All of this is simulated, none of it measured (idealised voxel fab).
process module | voxel capacitor over wiring
Each square cell in cross-section cut measures 5 nm, and the section as a whole is 265 nm wide.
Cross-section layout: square cells on a grid; listed as bands, top to bottom; a band spans one or more cell rows.
Read a band's entry like this: the first values are the height of its top and the height of its bottom in nm, and what follows is the sequence of materials from left to right, each with its width in nm. Note that "air" is empty space, and that a single material marked "edge to edge" reaches across the band from edge to edge.
Beneath 0, the wafer as received is one material, and that level is where height counting begins. The lowest band goes on downward without a bottom; it is written like "top 0, no bottom".
It should be noted that a width expressed as "30->40" varies in equal increments from row to row of cells within the band, taking the value of the first number at the top row and that of the second number at the bottom row.
"nothing changed" means the step left every cell of the cross-section as it was.
If an empty space has no open way to the top and is at least 8 cells in size, "Tabulated closed voids" lists it, written width x height at distance, where distance is measured from the left edge and every value is in nm.
Anything after a step's settings on that line? It's the simulator's own note about the step.
"overlay nm" denotes, for a step that has a mask, the displacement of the mask to the right of its planned place, with negative values corresponding to the left.

**Planned step list for the process**
1 RECEIVE, material Si
2 CONFORMAL_DEP, material SiO2, thk nm 10
3 DIRECTIONAL_DEP, material TiN, thk nm 5
4 DIRECTIONAL_DEP, material W, thk nm 25
5 DIRECTIONAL_DEP, material aC, thk nm 10
6 PATTERN, tone cover, mask id METAL_1, material resist, width nm 20, pitch nm 80, thk nm 25, overlay nm 0
7 DIRECTIONAL_ETCH, etch materials aC, depth nm 10
8 STRIP, etch materials resist
9 DIRECTIONAL_ETCH, etch materials W, depth nm 25
10 DIRECTIONAL_ETCH, etch materials TiN, depth nm 5
11 STRIP, etch materials aC
12 CONFORMAL_DEP, material SiCN, thk nm 5
13 FILL_DEP, material SiO2, thk nm 10
14 CMP, height nm 40
15 CONFORMAL_DEP, material SiCN, thk nm 5
16 DIRECTIONAL_DEP, material SiO2, thk nm 20
17 PATTERN, tone open, mask id PLUG_1, material resist, width nm 15, thk nm 20, overlay nm 0
18 DIRECTIONAL_ETCH, etch materials SiO2, depth nm 20
19 DIRECTIONAL_ETCH, etch materials SiCN, depth nm 5
20 STRIP, etch materials resist
21 EPI, material Ru, thk nm 10
22 EPI, material Ru, thk nm 10
23 EPI, material Ru, thk nm 5
24 DIRECTIONAL_DEP, material TiN, thk nm 10
25 DIRECTIONAL_DEP, material Al2O3, thk nm 5
26 DIRECTIONAL_DEP, material TiN, thk nm 10
27 MASKED_ETCH, tone cover, mask id UPPER_PLATE, width nm 65, etch materials TiN, depth nm 10, overlay nm 0
28 MASKED_ETCH, tone cover, mask id UPPER_PLATE, width nm 65, etch materials Al2O3, depth nm 5, overlay nm 0
29 PATTERN, tone cover, mask id LOWER_PLATE, material resist, width nm 75, thk nm 20, overlay nm 0
30 DIRECTIONAL_ETCH, etch materials TiN, depth nm 10
31 STRIP, etch materials resist
32 FILL_DEP, material SiO2, thk nm 20
33 CMP, height nm 105
34 MASKED_ETCH, tone open, mask id PLUG_2, width nm 15, etch materials SiO2, depth nm 15, overlay nm 0
35 CONFORMAL_DEP, material TiN, thk nm 5
36 FILL_DEP, material Ru, thk nm 10
37 CMP, height nm 105
38 CONFORMAL_DEP, material SiN, thk nm 5
Split variable: width nm, step 17. Plan value = first wafer. Wafers start alike.

**Cross-section of the first incoming wafer of several, state after step 1**
* top 0, no bottom  Si edge to edge
* Tabulated closed voids: none

**Take a look at the first of several wafers in cross-section: the module is done, and step 38 was its last step**
* top 110, bottom 105  SiN edge to edge
* top 105, bottom 95  SiO2 95, TiN 5, Ru 5, TiN 5, SiO2 155
* top 95, bottom 90  SiO2 95, TiN 15, SiO2 155
* top 90, bottom 80  SiO2 85, TiN 65, SiO2 115
* top 80, bottom 75  SiO2 85, Al2O3 65, SiO2 115
* top 75, bottom 65  SiO2 80, TiN 75, SiO2 110
* top 65, bottom 45  SiO2 85, Ru 15, SiO2 165
* top 45, bottom 40  SiCN 85, Ru 15, SiCN 165
* top 40, bottom 15  SiO2 75, SiCN 5, W 20, SiCN 5, SiO2 50, SiCN 5, W 20, SiCN 5, SiO2 80
* top 15, bottom 10  SiCN 80, TiN 20, SiCN 60, TiN 20, SiCN 85
* top 10, bottom 0  SiO2 edge to edge
* top 0, no bottom  Si edge to edge
* Tabulated closed voids: none

**Last wafer, end of module, cross-section**
* top 110, bottom 105  SiN edge to edge
* top 105, bottom 95  SiO2 95, TiN 5, Ru 5, TiN 5, SiO2 155
* top 95, bottom 90  SiO2 95, TiN 15, SiO2 155
* top 90, bottom 80  SiO2 85, TiN 65, SiO2 115
* top 80, bottom 75  SiO2 85, Al2O3 65, SiO2 115
* top 75, bottom 65  SiO2 80, TiN 75, SiO2 110
* top 65, bottom 45  SiO2 80, Ru 30, SiO2 155
* top 45, bottom 40  SiCN 80, Ru 30, SiCN 155
* top 40, bottom 15  SiO2 75, SiCN 5, W 20, SiCN 5, SiO2 50, SiCN 5, W 20, SiCN 5, SiO2 80
* top 15, bottom 10  SiCN 80, TiN 20, SiCN 60, TiN 20, SiCN 85
* top 10, bottom 0  SiO2 edge to edge
* top 0, no bottom  Si edge to edge
* Tabulated closed voids: none

**Take any row and you have a wafer at the end of the module: how many cells of each material it has gained (+) or lost (-) since it was received, and then its closed voids**
width nm 15; +13 Al2O3; +17 Ru; +115 SiCN; +53 SiN; +857 SiO2; +71 TiN; +40 W; Tabulated closed voids: none
width nm 20; +13 Al2O3; +22 Ru; +114 SiCN; +53 SiN; +853 SiO2; +71 TiN; +40 W; Tabulated closed voids: none
width nm 25; +13 Al2O3; +27 Ru; +113 SiCN; +53 SiN; +849 SiO2; +71 TiN; +40 W; Tabulated closed voids: none
width nm 30; +13 Al2O3; +32 Ru; +112 SiCN; +53 SiN; +845 SiO2; +71 TiN; +40 W; Tabulated closed voids: none
